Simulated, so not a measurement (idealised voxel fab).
process module | voxel self aligned contacts
cross-section cut | 270 nm wide | cells 5 nm
A cross-section is a grid of square cells, given in bands from the top down. A band is one or more rows of cells.
Each band's line starts with the height of the band's top and of its bottom, in nm. Then come its materials from left to right, each with its width in nm. One material with "throughout" fills the band from edge to edge. "air" is empty space.
Height 0 is the level under which the wafer as received is all one material. The lowest band goes on downwards, as in "0 down".
A width such as "30 to 40" changes by the same amount from each row of cells to the next, from the band's top row to its bottom row.
"no change" after a step means that no cell of the cross-section changed.
closed voids: empty space of 8 cells or more with no open way to the top, each as width x height at its distance from the left edge, in nm
after a step's settings: what the simulator itself notes on the step
overlay nm, on a step with a mask: how far to the right of its planned place the mask lay; to the left if negative
plan
1 op RECEIVE | material Si
2 op CONFORMAL_DEP | material SiO2 | thk nm 5
3 op DIRECTIONAL_DEP | material polySi | thk nm 25
4 op DIRECTIONAL_DEP | material SiN | thk nm 20
5 op MASKED_ETCH | tone cover | mask id GATE | width nm 25 | pitch nm 65 | etch materials SiN | depth nm 20 | overlay nm 0
6 op MASKED_ETCH | tone cover | mask id GATE | width nm 25 | pitch nm 65 | etch materials polySi | depth nm 25 | overlay nm 0
7 op CONFORMAL_DEP | material SiN | thk nm 10
8 op DIRECTIONAL_ETCH | etch materials SiN | depth nm 10
9 op FILL_DEP | material SiO2 | thk nm 15
10 op CMP | height nm 55
11 op PATTERN | tone open | mask id CONTACT | material resist | width nm 50 | pitch nm 65 | thk nm 15 | overlay nm 0
12 op DIRECTIONAL_ETCH | etch materials SiO2 | depth nm 55
13 op STRIP | etch materials resist
14 op CONFORMAL_DEP | material TiN | thk nm 5
15 op FILL_DEP | material W | thk nm 5
16 op CMP | height nm 55
17 op CONFORMAL_DEP | material SiN | thk nm 5
first wafer, as planned
as received, after step 1
  0 down: Si throughout
  closed voids: none
after step 2
  5 to 0: SiO2 throughout
  below 0: unchanged
after step 3
  30 to 5: polySi throughout
  below 5: unchanged
after step 4
  50 to 30: SiN throughout
  below 30: unchanged
after step 5
  50 to 30: air 55 | SiN 25 | air 40 | SiN 25 | air 40 | SiN 25 | air 60
  below 30: unchanged
after step 6
  50 to 30: air 55 | SiN 25 | air 40 | SiN 25 | air 40 | SiN 25 | air 60
  30 to 5: air 55 | polySi 25 | air 40 | polySi 25 | air 40 | polySi 25 | air 60
  below 5: unchanged
after step 7
  60 to 30: air 45 | SiN 45 | air 20 | SiN 45 | air 20 | SiN 45 | air 50
  30 to 15: air 45 | SiN 10 | polySi 25 | SiN 10 | air 20 | SiN 10 | polySi 25 | SiN 10 | air 20 | SiN 10 | polySi 25 | SiN 10 | air 50
  15 to 5: SiN 55 | polySi 25 | SiN 40 | polySi 25 | SiN 40 | polySi 25 | SiN 60
  below 5: unchanged
after step 8
  50 to 30: air 45 | SiN 45 | air 20 | SiN 45 | air 20 | SiN 45 | air 50
  30 to 5: air 45 | SiN 10 | polySi 25 | SiN 10 | air 20 | SiN 10 | polySi 25 | SiN 10 | air 20 | SiN 10 | polySi 25 | SiN 10 | air 50
  below 5: unchanged
after step 9
  65 to 50: SiO2 throughout
  50 to 30: SiO2 45 | SiN 45 | SiO2 20 | SiN 45 | SiO2 20 | SiN 45 | SiO2 50
  30 to 5: SiO2 45 | SiN 10 | polySi 25 | SiN 10 | SiO2 20 | SiN 10 | polySi 25 | SiN 10 | SiO2 20 | SiN 10 | polySi 25 | SiN 10 | SiO2 50
  below 5: unchanged
after step 10
  55 to 50: SiO2 throughout
  below 50: unchanged
after step 11
  70 to 55: resist 75 | air 50 | resist 15 | air 50 | resist 80
  below 55: unchanged
after step 12
  70 to 55: resist 75 | air 50 | resist 15 | air 50 | resist 80
  55 to 50: SiO2 75 | air 50 | SiO2 15 | air 50 | SiO2 80
  50 to 30: SiO2 45 | SiN 45 | air 20 | SiN 45 | air 20 | SiN 45 | SiO2 50
  30 to 5: SiO2 45 | SiN 10 | polySi 25 | SiN 10 | air 20 | SiN 10 | polySi 25 | SiN 10 | air 20 | SiN 10 | polySi 25 | SiN 10 | SiO2 50
  5 to 0: SiO2 90 | air 20 | SiO2 45 | air 20 | SiO2 95
  below 0: unchanged
after step 13
  55 to 50: SiO2 75 | air 50 | SiO2 15 | air 50 | SiO2 80
  below 50: unchanged
after step 14
  60 to 55: TiN 80 | air 40 | TiN 25 | air 40 | TiN 85
  55 to 50: SiO2 75 | TiN 20 | air 10 | TiN 20 | SiO2 15 | TiN 20 | air 10 | TiN 20 | SiO2 80
  50 to 30: SiO2 45 | SiN 45 | TiN 5 | air 10 | TiN 5 | SiN 45 | TiN 5 | air 10 | TiN 5 | SiN 45 | SiO2 50
  30 to 5: SiO2 45 | SiN 10 | polySi 25 | SiN 10 | TiN 5 | air 10 | TiN 5 | SiN 10 | polySi 25 | SiN 10 | TiN 5 | air 10 | TiN 5 | SiN 10 | polySi 25 | SiN 10 | SiO2 50
  5 to 0: SiO2 90 | TiN 20 | SiO2 45 | TiN 20 | SiO2 95
  below 0: unchanged
after step 15
  65 to 60: W throughout
  60 to 55: TiN 80 | W 40 | TiN 25 | W 40 | TiN 85
  55 to 50: SiO2 75 | TiN 20 | W 10 | TiN 20 | SiO2 15 | TiN 20 | W 10 | TiN 20 | SiO2 80
  50 to 30: SiO2 45 | SiN 45 | TiN 5 | W 10 | TiN 5 | SiN 45 | TiN 5 | W 10 | TiN 5 | SiN 45 | SiO2 50
  30 to 5: SiO2 45 | SiN 10 | polySi 25 | SiN 10 | TiN 5 | W 10 | TiN 5 | SiN 10 | polySi 25 | SiN 10 | TiN 5 | W 10 | TiN 5 | SiN 10 | polySi 25 | SiN 10 | SiO2 50
  below 5: unchanged
after step 16
  55 to 50: SiO2 75 | TiN 20 | W 10 | TiN 20 | SiO2 15 | TiN 20 | W 10 | TiN 20 | SiO2 80
  below 50: unchanged
after step 17
  60 to 55: SiN throughout
  below 55: unchanged
second wafer: like start, like plan, one mistake. Through step 10 it matches the first wafer
when step 11 should have ended
  70 to 55: resist 80 | air 40 | resist 25 | air 40 | resist 85
  below 55: unchanged
when step 12 should have ended
  70 to 55: resist 80 | air 40 | resist 25 | air 40 | resist 85
  55 to 50: SiO2 80 | air 40 | SiO2 25 | air 40 | SiO2 85
  50 to 30: SiO2 45 | SiN 45 | air 20 | SiN 45 | air 20 | SiN 45 | SiO2 50
  30 to 5: SiO2 45 | SiN 10 | polySi 25 | SiN 10 | air 20 | SiN 10 | polySi 25 | SiN 10 | air 20 | SiN 10 | polySi 25 | SiN 10 | SiO2 50
  5 to 0: SiO2 90 | air 20 | SiO2 45 | air 20 | SiO2 95
  below 0: unchanged
when step 13 should have ended
  55 to 50: SiO2 80 | air 40 | SiO2 25 | air 40 | SiO2 85
  below 50: unchanged
when step 14 should have ended
  60 to 55: TiN 85 | air 30 | TiN 35 | air 30 | TiN 90
  55 to 50: SiO2 80 | TiN 15 | air 10 | TiN 15 | SiO2 25 | TiN 15 | air 10 | TiN 15 | SiO2 85
  50 to 30: SiO2 45 | SiN 45 | TiN 5 | air 10 | TiN 5 | SiN 45 | TiN 5 | air 10 | TiN 5 | SiN 45 | SiO2 50
  30 to 5: SiO2 45 | SiN 10 | polySi 25 | SiN 10 | TiN 5 | air 10 | TiN 5 | SiN 10 | polySi 25 | SiN 10 | TiN 5 | air 10 | TiN 5 | SiN 10 | polySi 25 | SiN 10 | SiO2 50
  5 to 0: SiO2 90 | TiN 20 | SiO2 45 | TiN 20 | SiO2 95
  below 0: unchanged
when step 15 should have ended
  65 to 60: W throughout
  60 to 55: TiN 85 | W 30 | TiN 35 | W 30 | TiN 90
  55 to 50: SiO2 80 | TiN 15 | W 10 | TiN 15 | SiO2 25 | TiN 15 | W 10 | TiN 15 | SiO2 85
  50 to 30: SiO2 45 | SiN 45 | TiN 5 | W 10 | TiN 5 | SiN 45 | TiN 5 | W 10 | TiN 5 | SiN 45 | SiO2 50
  30 to 5: SiO2 45 | SiN 10 | polySi 25 | SiN 10 | TiN 5 | W 10 | TiN 5 | SiN 10 | polySi 25 | SiN 10 | TiN 5 | W 10 | TiN 5 | SiN 10 | polySi 25 | SiN 10 | SiO2 50
  below 5: unchanged
when step 16 should have ended
  55 to 50: SiO2 80 | TiN 15 | W 10 | TiN 15 | SiO2 25 | TiN 15 | W 10 | TiN 15 | SiO2 85
  below 50: unchanged
when step 17 should have ended
  60 to 55: SiN throughout
  below 55: unchanged
what went wrong: step 11 ran as: op PATTERN | tone open | mask id CONTACT | material resist | width nm 40 | pitch nm 65 | thk nm 15 | overlay nm 0
at the end the second wafer has, in cells: 4 more of SiO2 | 4 fewer of TiN
